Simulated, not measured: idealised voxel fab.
The following is a process module called voxel self aligned contacts.
Square cell edge 5 nm, section width 215 nm, ID cut.
When this document writes out a cross-section, it uses a grid of square cells and lists it as bands, beginning at the top and moving down, with a band standing for one or more rows of cells.
Band: top height; bottom height; in nm. Then, left to right: material with width in nm, for each material. "everywhere": a single material spanning edge to edge. "blank": empty space.
Where do heights start? At 0: under that level the wafer as delivered is made of one material only. And the lowest band has no floor; it just carries on downward, as in "0 and below".
When a width is written as two numbers, as in "30->40", the first number is the width in the top row of cells of the band and the second is the width in its bottom row, and the width changes by the same amount from each row to the next.
"remained the same" (step): cross-section cells unchanged, all of them.
"Enclosed void list": empty spaces of 8 cells or more with no open way to the top, each given as width x height at distance, distance from the left edge, all in nm.
Whatever follows a step's settings on its line is a remark the simulator itself makes about that step.
overlay nm: mask offset rightward from planned place, masked step; negative means leftward offset.

**Process steps foreseen in the plan**
1,RECEIVE with material Si
2,CONFORMAL_DEP with material SiO2, thk nm 5
3,DIRECTIONAL_DEP with material polySi, thk nm 30
4,DIRECTIONAL_DEP with material SiN, thk nm 15
5,DIRECTIONAL_DEP with material aC, thk nm 15
6,PATTERN with tone cover, mask id GATE, material resist, width nm 35, pitch nm 60, thk nm 30, overlay nm 0
7,DIRECTIONAL_ETCH with etch materials aC, depth nm 15
8,STRIP with etch materials resist
9,DIRECTIONAL_ETCH with etch materials SiN, depth nm 15
10,DIRECTIONAL_ETCH with etch materials polySi, depth nm 30
11,STRIP with etch materials aC
12,CONFORMAL_DEP with material SiN, thk nm 5
13,DIRECTIONAL_ETCH with etch materials SiN, depth nm 5
14,FILL_DEP with material SiO2, thk nm 20
15,CMP with height nm 60
16,PATTERN with tone open, mask id CONTACT, material resist, width nm 45, thk nm 20, overlay nm 0
17,DIRECTIONAL_ETCH with etch materials SiO2, depth nm 60
18,STRIP with etch materials resist
19,CONFORMAL_DEP with material TiN, thk nm 5
20,FILL_DEP with material W, thk nm 5
21,CMP with height nm 60
22,CONFORMAL_DEP with material SiN, thk nm 5

**Cross-section of the wafer at receipt, which is the condition after step 1**
0 and below  Si everywhere
Enclosed void list: none

**Sectioned view, first of two wafers, at the close of the module, processed as intended in the plan**
65 down to 60  SiN everywhere
60 down to 50  SiO2 85; TiN 5->20; W 35->5; TiN 5->20; SiO2 85
50 down to 35  SiO2 55; SiN 45; TiN 5; W 5; TiN 5; SiN 45; SiO2 55
35 down to 5  SiO2 55; SiN 5; polySi 35; SiN 5; TiN 5; W 5; TiN 5; SiN 5; polySi 35; SiN 5; SiO2 55
5 down to 0  SiO2 100; TiN 15; SiO2 100
0 and below  Si everywhere
Enclosed void list: none

**Module end: cross-section of wafer two of two. Same start and process plan as the first wafer. One mistake during execution**
65 down to 60  SiN everywhere
60 down to 55  SiO2 85; TiN 20; W 5; TiN 20; SiO2 85
55 down to 40  SiO2 55; SiN 45; TiN 5; W 5; TiN 5; SiN 45; SiO2 55
40 down to 15  SiO2 55; SiN 5; polySi 35; SiN 5; TiN 5; W 5; TiN 5; SiN 5; polySi 35; SiN 5; SiO2 55
15 down to 10  SiO2 55; SiN 5; polySi 35; SiN 5; TiN 15; SiN 5; polySi 35; SiN 5; SiO2 55
10 down to 5  polySi everywhere
5 down to 0  SiO2 everywhere
0 and below  Si everywhere
Enclosed void list: none
Where did the run depart from the plan? off-plan run, step 3, actual operation and settings DIRECTIONAL_DEP with material polySi, thk nm 35
Materials where the second wafer ends with more or fewer cells than the first: SiO2 -31 | TiN -4 | W -8 | polySi +43
